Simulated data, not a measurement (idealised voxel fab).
voxel wiring stack: a process module
Each square cell in cross-section cut measures 5 nm, and the section as a whole is 260 nm wide.
We lay out every cross-section as a grid of square cells and spell it out in bands from the top down, where one band means one or more rows of cells. This entry defines a band. It first specifies the height of the band's top and the height of its bottom in nm, and then specifies the band's materials from left to right, stating each material with its width in nm. The word "edge to edge" identifies a single material that fills the band from edge to edge, while the word "empty" identifies empty space. We count height from 0. Below that, the starting wafer is all one material. The lowest band never ends at the bottom but goes on down; see "0 -> down" for how that is written. With a width like "30->40", each row of cells in the band differs from the next by the same amount, the top row carrying the first number and the bottom row the second. "no modification" means the step left every cell of the cross-section as it was. "Sealed void inventory" contains a list of empty spaces, each no smaller than 8 cells and without an open way to the top, written in the form width x height at distance with the distance from the left edge and all three in nm. It should be noted that, on the line of a given step, the content following the step's settings is a remark produced by the simulator itself with respect to that step. Steps that use a mask can have "overlay nm" on their line. It says how far the mask sat to the right of where it was meant to be. Negative means to the left.
-- Steps planned for the process
1,op RECEIVE | material Si
2,op CONFORMAL_DEP | material SiO2 | thk nm 15
3,op CONFORMAL_DEP | material SiN | thk nm 5
4,op DIRECTIONAL_DEP | material lowk | thk nm 25
5,op DIRECTIONAL_DEP | material aC | thk nm 10
6,op PATTERN | tone open | mask id METAL_1 | material resist | width nm 25 | pitch nm 40 | thk nm 30 | overlay nm 0
7,op DIRECTIONAL_ETCH | etch materials aC | depth nm 10
8,op STRIP | etch materials resist
9,op DIRECTIONAL_ETCH | etch materials lowk | depth nm 25
10,op DIRECTIONAL_ETCH | etch materials SiN | depth nm 5
11,op STRIP | etch materials aC
12,op CONFORMAL_DEP | material TiN | thk nm 5
13,op FILL_DEP | material Ru | thk nm 10
14,op CMP | height nm 45
15,op EPI | material Ru | thk nm 5
16,op FILL_DEP | material SiCN | thk nm 5
17,op DIRECTIONAL_DEP | material lowk | thk nm 30
18,op DIRECTIONAL_DEP | material aC | thk nm 10
19,op PATTERN | tone open | mask id METAL_2_HOLES | material resist | width nm 15 | pitch nm 40 | thk nm 25 | overlay nm 0
20,op DIRECTIONAL_ETCH | etch materials aC | depth nm 10
21,op STRIP | etch materials resist
22,op DIRECTIONAL_ETCH | etch materials lowk | depth nm 30
23,op STRIP | etch materials aC
24,op PATTERN | tone open | mask id METAL_2 | material resist | width nm 25 | pitch nm 40 | thk nm 15 | overlay nm 0
25,op DIRECTIONAL_ETCH | etch materials lowk | depth nm 15
26,op DIRECTIONAL_ETCH | etch materials SiCN | depth nm 5
27,op STRIP | etch materials resist
28,op CONFORMAL_DEP | material TiN | thk nm 5
29,op FILL_DEP | material Cu | thk nm 5
30,op CMP | height nm 85
31,op CONFORMAL_DEP | material SiN | thk nm 5
-- First of the two wafers, run per plan
-- Cross-sectional view of the wafer in its as-received condition, corresponding to the state after step 1
- 0 -> down  Si edge to edge
- Sealed void inventory: none
-- Wafer xsec, post step 2
- 15 -> 0  SiO2 edge to edge
- Whatever lies below 0 is exactly as it was before.
-- Wafer xsec, post step 3
- 20 -> 15  SiN edge to edge
- Whatever lies below 15 is exactly as it was before.
-- Wafer xsec, post step 4
- 45 -> 20  lowk edge to edge
- Whatever lies below 20 is exactly as it was before.
-- Wafer xsec, post step 5
- 55 -> 45  aC edge to edge
- Whatever lies below 45 is exactly as it was before.
-- Wafer xsec, post step 6
- 85 -> 55  resist 55 | empty 25 | resist 15 | empty 25 | resist 15 | empty 25 | resist 15 | empty 25 | resist 60
- Whatever lies below 55 is exactly as it was before.
-- Wafer xsec, post step 7
- 75 -> 55  resist 55 | empty 25 | resist 15 | empty 25 | resist 15 | empty 25 | resist 15 | empty 25 | resist 60
- 55 -> 45  aC 55 | empty 25 | aC 15 | empty 25 | aC 15 | empty 25 | aC 15 | empty 25 | aC 60
- Whatever lies below 45 is exactly as it was before.
-- Wafer xsec, post step 8
- 55 -> 45  aC 55 | empty 25 | aC 15 | empty 25 | aC 15 | empty 25 | aC 15 | empty 25 | aC 60
- Whatever lies below 45 is exactly as it was before.
-- Wafer xsec, post step 9
- 55 -> 45  aC 55 | empty 25 | aC 15 | empty 25 | aC 15 | empty 25 | aC 15 | empty 25 | aC 60
- 45 -> 20  lowk 55 | empty 25 | lowk 15 | empty 25 | lowk 15 | empty 25 | lowk 15 | empty 25 | lowk 60
- Whatever lies below 20 is exactly as it was before.
-- Wafer xsec, post step 10
- 55 -> 45  aC 55 | empty 25 | aC 15 | empty 25 | aC 15 | empty 25 | aC 15 | empty 25 | aC 60
- 45 -> 20  lowk 55 | empty 25 | lowk 15 | empty 25 | lowk 15 | empty 25 | lowk 15 | empty 25 | lowk 60
- 20 -> 15  SiN 55 | empty 25 | SiN 15 | empty 25 | SiN 15 | empty 25 | SiN 15 | empty 25 | SiN 60
- Whatever lies below 15 is exactly as it was before.
-- Wafer xsec, post step 11
- 45 -> 20  lowk 55 | empty 25 | lowk 15 | empty 25 | lowk 15 | empty 25 | lowk 15 | empty 25 | lowk 60
- Whatever lies below 20 is exactly as it was before.
-- Wafer xsec, post step 12
- 50 -> 45  TiN 60 | empty 15 | TiN 25 | empty 15 | TiN 25 | empty 15 | TiN 25 | empty 15 | TiN 65
- 45 -> 20  lowk 55 | TiN 5 | empty 15 | TiN 5 | lowk 15 | TiN 5 | empty 15 | TiN 5 | lowk 15 | TiN 5 | empty 15 | TiN 5 | lowk 15 | TiN 5 | empty 15 | TiN 5 | lowk 60
- 20 -> 15  SiN 55 | TiN 25 | SiN 15 | TiN 25 | SiN 15 | TiN 25 | SiN 15 | TiN 25 | SiN 60
- Whatever lies below 15 is exactly as it was before.
-- Wafer xsec, post step 13
- 60 -> 50  Ru edge to edge
- 50 -> 45  TiN 60 | Ru 15 | TiN 25 | Ru 15 | TiN 25 | Ru 15 | TiN 25 | Ru 15 | TiN 65
- 45 -> 20  lowk 55 | TiN 5 | Ru 15 | TiN 5 | lowk 15 | TiN 5 | Ru 15 | TiN 5 | lowk 15 | TiN 5 | Ru 15 | TiN 5 | lowk 15 | TiN 5 | Ru 15 | TiN 5 | lowk 60
- Whatever lies below 20 is exactly as it was before.
-- Wafer xsec, post step 14
- 45 -> 20  lowk 55 | TiN 5 | Ru 15 | TiN 5 | lowk 15 | TiN 5 | Ru 15 | TiN 5 | lowk 15 | TiN 5 | Ru 15 | TiN 5 | lowk 15 | TiN 5 | Ru 15 | TiN 5 | lowk 60
- Whatever lies below 20 is exactly as it was before.
-- Wafer xsec, post step 15
- 50 -> 45  empty 50 | Ru 35 | empty 5 | Ru 35 | empty 5 | Ru 35 | empty 5 | Ru 35 | empty 55
- Whatever lies below 45 is exactly as it was before.
-- Wafer xsec, post step 16
- 55 -> 50  SiCN edge to edge
- 50 -> 45  SiCN 50 | Ru 35 | SiCN 5 | Ru 35 | SiCN 5 | Ru 35 | SiCN 5 | Ru 35 | SiCN 55
- Whatever lies below 45 is exactly as it was before.
-- Wafer xsec, post step 17
- 85 -> 55  lowk edge to edge
- Whatever lies below 55 is exactly as it was before.
-- Wafer xsec, post step 18
- 95 -> 85  aC edge to edge
- Whatever lies below 85 is exactly as it was before.
-- Wafer xsec, post step 19
- 120 -> 95  resist 55 | empty 15 | resist 25 | empty 15 | resist 25 | empty 15 | resist 25 | empty 15 | resist 70
- Whatever lies below 95 is exactly as it was before.
-- Wafer xsec, post step 20
- 110 -> 95  resist 55 | empty 15 | resist 25 | empty 15 | resist 25 | empty 15 | resist 25 | empty 15 | resist 70
- 95 -> 85  aC 55 | empty 15 | aC 25 | empty 15 | aC 25 | empty 15 | aC 25 | empty 15 | aC 70
- Whatever lies below 85 is exactly as it was before.
-- Wafer xsec, post step 21
- 95 -> 85  aC 55 | empty 15 | aC 25 | empty 15 | aC 25 | empty 15 | aC 25 | empty 15 | aC 70
- Whatever lies below 85 is exactly as it was before.
-- Wafer xsec, post step 22
- 95 -> 85  aC 55 | empty 15 | aC 25 | empty 15 | aC 25 | empty 15 | aC 25 | empty 15 | aC 70
- 85 -> 55  lowk 55 | empty 15 | lowk 25 | empty 15 | lowk 25 | empty 15 | lowk 25 | empty 15 | lowk 70
- Whatever lies below 55 is exactly as it was before.
-- Wafer xsec, post step 23
- 85 -> 55  lowk 55 | empty 15 | lowk 25 | empty 15 | lowk 25 | empty 15 | lowk 25 | empty 15 | lowk 70
- Whatever lies below 55 is exactly as it was before.
-- Wafer xsec, post step 24
- 100 -> 85  resist 55 | empty 25 | resist 15 | empty 25 | resist 15 | empty 25 | resist 15 | empty 25 | resist 60
- Whatever lies below 85 is exactly as it was before.
-- Wafer xsec, post step 25
- 100 -> 85  resist 55 | empty 25 | resist 15 | empty 25 | resist 15 | empty 25 | resist 15 | empty 25 | resist 60
- 85 -> 70  lowk 55 | empty 25 | lowk 15 | empty 25 | lowk 15 | empty 25 | lowk 15 | empty 25 | lowk 60
- Whatever lies below 70 is exactly as it was before.
-- Wafer xsec, post step 26
- 100 -> 85  resist 55 | empty 25 | resist 15 | empty 25 | resist 15 | empty 25 | resist 15 | empty 25 | resist 60
- 85 -> 70  lowk 55 | empty 25 | lowk 15 | empty 25 | lowk 15 | empty 25 | lowk 15 | empty 25 | lowk 60
- 70 -> 55  lowk 55 | empty 15 | lowk 25 | empty 15 | lowk 25 | empty 15 | lowk 25 | empty 15 | lowk 70
- 55 -> 50  SiCN 55 | empty 15 | SiCN 25 | empty 15 | SiCN 25 | empty 15 | SiCN 25 | empty 15 | SiCN 70
- Whatever lies below 50 is exactly as it was before.
-- Wafer xsec, post step 27
- 85 -> 70  lowk 55 | empty 25 | lowk 15 | empty 25 | lowk 15 | empty 25 | lowk 15 | empty 25 | lowk 60
- Whatever lies below 70 is exactly as it was before.
-- Wafer xsec, post step 28
- 90 -> 85  TiN 60 | empty 15 | TiN 25 | empty 15 | TiN 25 | empty 15 | TiN 25 | empty 15 | TiN 65
- 85 -> 75  lowk 55 | TiN 5 | empty 15 | TiN 5 | lowk 15 | TiN 5 | empty 15 | TiN 5 | lowk 15 | TiN 5 | empty 15 | TiN 5 | lowk 15 | TiN 5 | empty 15 | TiN 5 | lowk 60
- 75 -> 70  lowk 55 | TiN 5 | empty 5 | TiN 15 | lowk 15 | TiN 5 | empty 5 | TiN 15 | lowk 15 | TiN 5 | empty 5 | TiN 15 | lowk 15 | TiN 5 | empty 5 | TiN 15 | lowk 60
- 70 -> 55  lowk 55 | TiN 5 | empty 5 | TiN 5 | lowk 25 | TiN 5 | empty 5 | TiN 5 | lowk 25 | TiN 5 | empty 5 | TiN 5 | lowk 25 | TiN 5 | empty 5 | TiN 5 | lowk 70
- 55 -> 50  SiCN 55 | TiN 15 | SiCN 25 | TiN 15 | SiCN 25 | TiN 15 | SiCN 25 | TiN 15 | SiCN 70
- Whatever lies below 50 is exactly as it was before.
-- Wafer xsec, post step 29
- 95 -> 90  Cu edge to edge
- 90 -> 85  TiN 60 | Cu 15 | TiN 25 | Cu 15 | TiN 25 | Cu 15 | TiN 25 | Cu 15 | TiN 65
- 85 -> 75  lowk 55 | TiN 5 | Cu 15 | TiN 5 | lowk 15 | TiN 5 | Cu 15 | TiN 5 | lowk 15 | TiN 5 | Cu 15 | TiN 5 | lowk 15 | TiN 5 | Cu 15 | TiN 5 | lowk 60
- 75 -> 70  lowk 55 | TiN 5 | Cu 5 | TiN 15 | lowk 15 | TiN 5 | Cu 5 | TiN 15 | lowk 15 | TiN 5 | Cu 5 | TiN 15 | lowk 15 | TiN 5 | Cu 5 | TiN 15 | lowk 60
- 70 -> 55  lowk 55 | TiN 5 | Cu 5 | TiN 5 | lowk 25 | TiN 5 | Cu 5 | TiN 5 | lowk 25 | TiN 5 | Cu 5 | TiN 5 | lowk 25 | TiN 5 | Cu 5 | TiN 5 | lowk 70
- Whatever lies below 55 is exactly as it was before.
-- Wafer xsec, post step 30
- 85 -> 75  lowk 55 | TiN 5 | Cu 15 | TiN 5 | lowk 15 | TiN 5 | Cu 15 | TiN 5 | lowk 15 | TiN 5 | Cu 15 | TiN 5 | lowk 15 | TiN 5 | Cu 15 | TiN 5 | lowk 60
- Whatever lies below 75 is exactly as it was before.
-- Wafer xsec, post step 31
- 90 -> 85  SiN edge to edge
- Whatever lies below 85 is exactly as it was before.
-- Okay, second wafer. Nothing different at the start, nothing different in the plan, just one mistake somewhere in the running. As far as step 23, counting that step, it's the first wafer all over again
-- Cross-section, second wafer, at the end time the plan gives for step 24
- 100 -> 85  resist 60 | empty 20 | resist 20 | empty 20 | resist 20 | empty 20 | resist 20 | empty 20 | resist 60
- 85 -> 55  lowk 55 | resist 5 | empty 10 | lowk 25 | resist 5 | empty 10 | lowk 25 | resist 5 | empty 10 | lowk 25 | resist 5 | empty 10 | lowk 70
- Whatever lies below 55 is exactly as it was before.
-- Cross-section, second wafer, at the end time the plan gives for step 25
- 100 -> 85  resist 60 | empty 20 | resist 20 | empty 20 | resist 20 | empty 20 | resist 20 | empty 20 | resist 60
- 85 -> 70  lowk 55 | resist 5 | empty 20 | lowk 15 | resist 5 | empty 20 | lowk 15 | resist 5 | empty 20 | lowk 15 | resist 5 | empty 20 | lowk 60
- Whatever lies below 70 is exactly as it was before.
-- Cross-section, second wafer, at the end time the plan gives for step 26
- 100 -> 85  resist 60 | empty 20 | resist 20 | empty 20 | resist 20 | empty 20 | resist 20 | empty 20 | resist 60
- 85 -> 70  lowk 55 | resist 5 | empty 20 | lowk 15 | resist 5 | empty 20 | lowk 15 | resist 5 | empty 20 | lowk 15 | resist 5 | empty 20 | lowk 60
- 70 -> 55  lowk 55 | resist 5 | empty 10 | lowk 25 | resist 5 | empty 10 | lowk 25 | resist 5 | empty 10 | lowk 25 | resist 5 | empty 10 | lowk 70
- 55 -> 50  SiCN 60 | empty 10 | SiCN 30 | empty 10 | SiCN 30 | empty 10 | SiCN 30 | empty 10 | SiCN 70
- Whatever lies below 50 is exactly as it was before.
-- Cross-section, second wafer, at the end time the plan gives for step 27
- 85 -> 70  lowk 55 | empty 25 | lowk 15 | empty 25 | lowk 15 | empty 25 | lowk 15 | empty 25 | lowk 60
- 70 -> 55  lowk 55 | empty 15 | lowk 25 | empty 15 | lowk 25 | empty 15 | lowk 25 | empty 15 | lowk 70
- Whatever lies below 55 is exactly as it was before.
-- Cross-section, second wafer, at the end time the plan gives for step 28
- 90 -> 85  TiN 60 | empty 15 | TiN 25 | empty 15 | TiN 25 | empty 15 | TiN 25 | empty 15 | TiN 65
- 85 -> 75  lowk 55 | TiN 5 | empty 15 | TiN 5 | lowk 15 | TiN 5 | empty 15 | TiN 5 | lowk 15 | TiN 5 | empty 15 | TiN 5 | lowk 15 | TiN 5 | empty 15 | TiN 5 | lowk 60
- 75 -> 70  lowk 55 | TiN 5 | empty 5 | TiN 15 | lowk 15 | TiN 5 | empty 5 | TiN 15 | lowk 15 | TiN 5 | empty 5 | TiN 15 | lowk 15 | TiN 5 | empty 5 | TiN 15 | lowk 60
- 70 -> 60  lowk 55 | TiN 5 | empty 5 | TiN 5 | lowk 25 | TiN 5 | empty 5 | TiN 5 | lowk 25 | TiN 5 | empty 5 | TiN 5 | lowk 25 | TiN 5 | empty 5 | TiN 5 | lowk 70
- 60 -> 55  lowk 55 | TiN 15 | lowk 25 | TiN 15 | lowk 25 | TiN 15 | lowk 25 | TiN 15 | lowk 70
- 55 -> 50  SiCN 60 | TiN 10 | SiCN 30 | TiN 10 | SiCN 30 | TiN 10 | SiCN 30 | TiN 10 | SiCN 70
- Whatever lies below 50 is exactly as it was before.
-- Cross-section, second wafer, at the end time the plan gives for step 29
- 95 -> 90  Cu edge to edge
- 90 -> 85  TiN 60 | Cu 15 | TiN 25 | Cu 15 | TiN 25 | Cu 15 | TiN 25 | Cu 15 | TiN 65
- 85 -> 75  lowk 55 | TiN 5 | Cu 15 | TiN 5 | lowk 15 | TiN 5 | Cu 15 | TiN 5 | lowk 15 | TiN 5 | Cu 15 | TiN 5 | lowk 15 | TiN 5 | Cu 15 | TiN 5 | lowk 60
- 75 -> 70  lowk 55 | TiN 5 | Cu 5 | TiN 15 | lowk 15 | TiN 5 | Cu 5 | TiN 15 | lowk 15 | TiN 5 | Cu 5 | TiN 15 | lowk 15 | TiN 5 | Cu 5 | TiN 15 | lowk 60
- 70 -> 60  lowk 55 | TiN 5 | Cu 5 | TiN 5 | lowk 25 | TiN 5 | Cu 5 | TiN 5 | lowk 25 | TiN 5 | Cu 5 | TiN 5 | lowk 25 | TiN 5 | Cu 5 | TiN 5 | lowk 70
- Whatever lies below 60 is exactly as it was before.
-- Cross-section, second wafer, at the end time the plan gives for step 30
- 85 -> 75  lowk 55 | TiN 5 | Cu 15 | TiN 5 | lowk 15 | TiN 5 | Cu 15 | TiN 5 | lowk 15 | TiN 5 | Cu 15 | TiN 5 | lowk 15 | TiN 5 | Cu 15 | TiN 5 | lowk 60
- Whatever lies below 75 is exactly as it was before.
-- Cross-section, second wafer, at the end time the plan gives for step 31
- 90 -> 85  SiN edge to edge
- Whatever lies below 85 is exactly as it was before.
The mistake made against the process plan was this: in deviation from the planned setting, step 24 was conducted as op PATTERN | tone open | mask id METAL_2 | material resist | width nm 20 | pitch nm 40 | thk nm 15 | overlay nm 0
The closing comparison, in cells, has the second wafer with more or fewer of some materials than the first: Cu -4, SiCN +4
